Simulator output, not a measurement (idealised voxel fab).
A process module follows: voxel capacitor over wiring.
Each square cell in cross-section cut measures 5 nm, and the section as a whole is 300 nm wide.
Cross-sections here: square-cell grids, written as top-down lists of bands, a band being one or more rows of cells.
What a band's entry tells you: where the top is and where the bottom is, as heights in nm, and after that what lies inside, material by material from left to right, each with its width in nm. Empty space is written as the word "blank", and a single material marked with the word "full width" occupies the band from edge to edge.
Measure heights from 0. That's the level where, below it, the as-received wafer is all one material. The lowest band is bottomless and extends downward; write it as in "z 0 and below".
Quick explanation for "30..40": the width changes in equal steps down the rows of cells, from the first number in the band's top row to the second number in its bottom row.
Given "no change occurred" for a step, no cell of the cross-section differs between before and after that step.
"Enclosed cavities" lists enclosed empty spaces (at least 8 cells, no open path upward to the top), each as width x height at distance from the left edge, in nm.
On each step's line, the part that comes after the settings is the simulator's own comment on the step.
The setting "overlay nm" may be written on the line of a step. When the step uses a mask, the value reports how far to the right of the planned place the mask lay, and a negative value reports that it lay to the left.

The following list gives the planned process steps
step 1: RECEIVE (material Si)
step 2: CONFORMAL_DEP (material SiO2; thk nm 15)
step 3: CONFORMAL_DEP (material SiCN; thk nm 5)
step 4: DIRECTIONAL_DEP (material SiO2; thk nm 20)
step 5: DIRECTIONAL_DEP (material aC; thk nm 15)
step 6: PATTERN (tone open; mask id METAL_1; material resist; width nm 25; pitch nm 80; thk nm 30; overlay nm 0)
step 7: DIRECTIONAL_ETCH (etch materials aC; depth nm 15)
step 8: STRIP (etch materials resist)
step 9: DIRECTIONAL_ETCH (etch materials SiO2; depth nm 20)
step 10: DIRECTIONAL_ETCH (etch materials SiCN; depth nm 5)
step 11: STRIP (etch materials aC)
step 12: CONFORMAL_DEP (material TiN; thk nm 5)
step 13: FILL_DEP (material W; thk nm 5)
step 14: CMP (height nm 40)
step 15: CONFORMAL_DEP (material SiCN; thk nm 5)
step 16: DIRECTIONAL_DEP (material SiO2; thk nm 10)
step 17: PATTERN (tone open; mask id PLUG_1; material resist; width nm 15; thk nm 20; overlay nm 0)
step 18: DIRECTIONAL_ETCH (etch materials SiO2; depth nm 10)
step 19: DIRECTIONAL_ETCH (etch materials SiCN; depth nm 5)
step 20: STRIP (etch materials resist)
step 21: CONFORMAL_DEP (material TiN; thk nm 5)
step 22: FILL_DEP (material Ru; thk nm 10)
step 23: CMP (height nm 55)
step 24: DIRECTIONAL_DEP (material TiN; thk nm 5)
step 25: DIRECTIONAL_DEP (material HfO2; thk nm 5)
step 26: DIRECTIONAL_DEP (material TiN; thk nm 5)
step 27: MASKED_ETCH (tone cover; mask id UPPER_PLATE; width nm 60; etch materials TiN; depth nm 5; overlay nm 0)
step 28: MASKED_ETCH (tone cover; mask id UPPER_PLATE; width nm 60; etch materials HfO2; depth nm 5; overlay nm 0)
step 29: MASKED_ETCH (tone cover; mask id LOWER_PLATE; width nm 70; etch materials TiN; depth nm 5; overlay nm 0)
step 30: FILL_DEP (material SiO2; thk nm 20)
step 31: CMP (height nm 85)
step 32: MASKED_ETCH (tone open; mask id PLUG_2; width nm 15; etch materials SiO2; depth nm 15; overlay nm 0)
step 33: CONFORMAL_DEP (material TiN; thk nm 5)
step 34: FILL_DEP (material Ru; thk nm 5)
step 35: CMP (height nm 85)
step 36: CONFORMAL_DEP (material SiCN; thk nm 5)

The cross-section here shows the wafer as received, i.e. in its state after step 1
z 0 and below  Si full width
Enclosed cavities: none

Same starting wafer, same plan as above, one mistake in the execution; this is the cross-section at the end of the module
z 90 to 85  SiCN full width
z 85 to 75  SiO2: 115 / TiN: 5 / Ru: 5 / TiN: 5 / SiO2: 170
z 75 to 65  SiO2: 115..105 / TiN: 15..60 / SiO2: 170..135
z 65 to 60  SiO2: 105 / HfO2: 60 / SiO2: 135
z 60 to 55  SiO2: 100 / TiN: 70 / SiO2: 130
z 55 to 45  SiO2: 105 / TiN: 5 / Ru: 5 / TiN: 5 / SiO2: 180
z 45 to 40  SiCN: 105 / TiN: 15 / SiCN: 180
z 40 to 35  SiO2: 95 / TiN: 5 / W: 15 / TiN: 5 / SiO2: 55 / TiN: 5 / W: 15 / TiN: 5 / SiO2: 100
z 35 to 30  SiCN: 95 / TiN: 25 / SiCN: 55 / TiN: 25 / SiCN: 100
z 30 to 0  SiO2 full width
z 0 and below  Si full width
Enclosed cavities: none
In executing the process, a mistake was made relative to the plan: step 2 of the plan was twice carried out
